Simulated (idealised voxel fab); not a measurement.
The name of this process module is voxel spacer lines.
Cross-section cut: width 220 nm, square cells of 5 nm.
Heads up, the way a cross-section reads in here is a grid of square cells, handed over as bands from the top down, with every band being one or more rows of cells.
A band entry consists of two parts. The first gives the height of the band's top and the height of its bottom, in nm. The rest lists the band's materials from left to right, each with its width in nm. A single material labelled with the word "everywhere" fills the band from edge to edge, and the word "blank" marks empty space.
Note: height 0 marks the level under which the wafer is uniformly one material as received. Lowest band unbounded below, written "0 nm and below".
With a width like "30 to 40", each row of cells in the band differs from the next by the same amount, the top row carrying the first number and the bottom row the second.
No cell of the cross-section changed in a step that is given as "left unchanged".
Each empty space that has no open way to the top and spans at least 8 cells appears under "Voids, fully enclosed" as width x height at distance, the distance counted from the left edge, all in nm.
Formally, on a step line, whatever follows the settings is a remark that the simulator itself makes on the step.
"overlay nm" on a masked step: distance the mask lay right of its planned place, negative for left.

[Process steps foreseen in the plan]
| 1 | RECEIVE with material Si |
| 2 | CONFORMAL_DEP with material Al2O3, thk nm 5 |
| 3 | DIRECTIONAL_DEP with material SiN, thk nm 15 |
| 4 | DIRECTIONAL_DEP with material polySi, thk nm 25 |
| 5 | PATTERN with tone cover, mask id MANDREL, material resist, width nm 15, pitch nm 70, thk nm 35, overlay nm 0 |
| 6 | DIRECTIONAL_ETCH with etch materials polySi, depth nm 25 |
| 7 | STRIP with etch materials resist |
| 8 | CONFORMAL_DEP with material SiO2, thk nm 15 |
| 9 | DIRECTIONAL_ETCH with etch materials SiO2, depth nm 15 |
| 10 | STRIP with etch materials polySi |
| 11 | DIRECTIONAL_ETCH with etch materials SiN, depth nm 15 |
| 12 | STRIP with etch materials SiO2 |
| 13 | FILL_DEP with material lowk, thk nm 10 |
| 14 | CMP with height nm 20 |
The width nm used in step 5 is not the same on every wafer, whereas the starting condition is; the value printed in the plan is the first wafer's.

[Cross-section of the first of several received wafers, showing its state after step 1]
- 0 nm and below = Si everywhere
- Voids, fully enclosed: none

[Per wafer, end of module: cells gained (+) or lost (-) per material since receipt, then closed voids]
width nm 15; +44 Al2O3; +36 SiN; +96 lowk; Voids, fully enclosed: none
width nm 20; +44 Al2O3; +36 SiN; +96 lowk; Voids, fully enclosed: none
width nm 25; +44 Al2O3; +36 SiN; +96 lowk; Voids, fully enclosed: none
width nm 30; +44 Al2O3; +36 SiN; +96 lowk; Voids, fully enclosed: none
width nm 35; +44 Al2O3; +36 SiN; +96 lowk; Voids, fully enclosed: none
